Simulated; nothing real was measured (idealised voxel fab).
The following process module bears the name voxel transistor to metal.
Pictured: cross-section cut, 285 nm wide, on a grid of 5 nm square cells.
Just so we're on the same page, the cross-sections are grids of square cells, and they're listed out in bands top to bottom, each band one or more rows deep.
It is stipulated that each band's entry specify, in nanometres, the height of the top of the band and then that of its bottom, followed by the materials of the band in left-to-right sequence, each together with its width in nanometres. A single material marked by the word "full width" is understood to fill the band from edge to edge; the word "empty" is understood to denote empty space.
A quick word on heights: they are counted from 0, and under that level the wafer as it came to us is one material throughout. The lowest band is different from the rest in having no bottom; it simply continues downward, written as in "0 and below".
The expression "30 to 40" gives the width at the extremes of the band, the first number at its top row of cells and the second at its bottom row, with the width changing by equal amounts from each row to the next in between.
Given "everything unchanged" for a step, no cell of the cross-section differs between before and after that step.
"Catalogued sealed voids" - sealed voids, min. 8 cells, no opening to top; format: width x height at distance (distance from left edge; nm throughout).
Formally, on a step line, whatever follows the settings is a remark that the simulator itself makes on the step.
overlay nm, on a step with a mask: how far to the right of its planned place the mask lay; to the left if negative
[These are the steps we planned for the process]
1 RECEIVE with material Si
2 CONFORMAL_DEP with material SiO2, thk nm 5
3 CONFORMAL_DEP with material SiN, thk nm 15
4 PATTERN with tone cover, mask id ACTIVE, material resist, width nm 110, pitch nm 140, thk nm 15, overlay nm 0
5 DIRECTIONAL_ETCH with etch materials SiN, depth nm 15
6 DIRECTIONAL_ETCH with etch materials SiO2, depth nm 5
7 DIRECTIONAL_ETCH with etch materials Si, depth nm 25
8 STRIP with etch materials resist
9 FILL_DEP with material SiO2, thk nm 15
10 CMP with height nm 20
11 SELECTIVE_ETCH with etch materials SiO2, depth nm 10
12 STRIP with etch materials SiN
13 SELECTIVE_ETCH with etch materials SiO2, depth nm 5
14 OXIDIZE with depth nm 5
15 DIRECTIONAL_DEP with material polySi, thk nm 20
16 DIRECTIONAL_DEP with material SiCN, thk nm 15
17 MASKED_ETCH with tone cover, mask id GATE, width nm 20, pitch nm 140, etch materials SiCN, depth nm 25, overlay nm 0
18 MASKED_ETCH with tone cover, mask id GATE, width nm 20, pitch nm 140, etch materials polySi, depth nm 30, overlay nm 0
19 CONFORMAL_DEP with material SiN, thk nm 10
20 DIRECTIONAL_ETCH with etch materials SiN, depth nm 10
21 DIRECTIONAL_ETCH with etch materials SiO2, depth nm 5
22 DIRECTIONAL_ETCH with etch materials Si, depth nm 5
23 EPI with material nSi, thk nm 10
24 FILL_DEP with material SiO2, thk nm 5
25 CMP with height nm 35
26 DIRECTIONAL_DEP with material SiO2, thk nm 15
27 DIRECTIONAL_DEP with material aC, thk nm 15
28 PATTERN with tone open, mask id CONTACT, material resist, width nm 20, pitch nm 70, thk nm 30, overlay nm 0
29 DIRECTIONAL_ETCH with etch materials aC, depth nm 15
30 STRIP with etch materials resist
31 DIRECTIONAL_ETCH with etch materials SiO2, depth nm 50
32 STRIP with etch materials aC
33 CONFORMAL_DEP with material TiN, thk nm 5
34 FILL_DEP with material Ru, thk nm 5
35 CMP with height nm 50
36 DIRECTIONAL_DEP with material TiN, thk nm 5
37 DIRECTIONAL_DEP with material W, thk nm 25
38 PATTERN with tone cover, mask id METAL_1, material resist, width nm 20, pitch nm 70, thk nm 20, overlay nm 0
39 DIRECTIONAL_ETCH with etch materials W, depth nm 25
40 DIRECTIONAL_ETCH with etch materials TiN, depth nm 5
41 STRIP with etch materials resist
42 CONFORMAL_DEP with material SiN, thk nm 5
43 FILL_DEP with material lowk, thk nm 5
44 CMP with height nm 70
45 CONFORMAL_DEP with material SiCN, thk nm 5
The wafers are alike at the start. At step 44, their height nm differs. The plan lists the first wafer's value.
[Cross-sectional view of the first of several wafers in the as-received condition, corresponding to the state following step 1]
> 0 and below: Si full width
> Catalogued sealed voids: none
[Per-wafer rows below. For each material: cells gained (+) or lost (-) since the wafer was received, as of end of module. Then: closed voids]
height nm 70 | +64 Ru | -133 Si | +81 SiCN | +129 SiN | +367 SiO2 | +104 TiN | +48 W | +99 lowk | +64 nSi | +32 polySi | Catalogued sealed voids: none
height nm 75 | +64 Ru | -133 Si | +81 SiCN | +137 SiN | +367 SiO2 | +104 TiN | +64 W | +132 lowk | +64 nSi | +32 polySi | Catalogued sealed voids: none
height nm 80 | +64 Ru | -133 Si | +81 SiCN | +145 SiN | +367 SiO2 | +104 TiN | +80 W | +165 lowk | +64 nSi | +32 polySi | Catalogued sealed voids: none
height nm 85 | +64 Ru | -133 Si | +81 SiCN | +169 SiN | +367 SiO2 | +104 TiN | +80 W | +198 lowk | +64 nSi | +32 polySi | Catalogued sealed voids: none
height nm 90 | +64 Ru | -133 Si | +81 SiCN | +169 SiN | +367 SiO2 | +104 TiN | +80 W | +255 lowk | +64 nSi | +32 polySi | Catalogued sealed voids: none
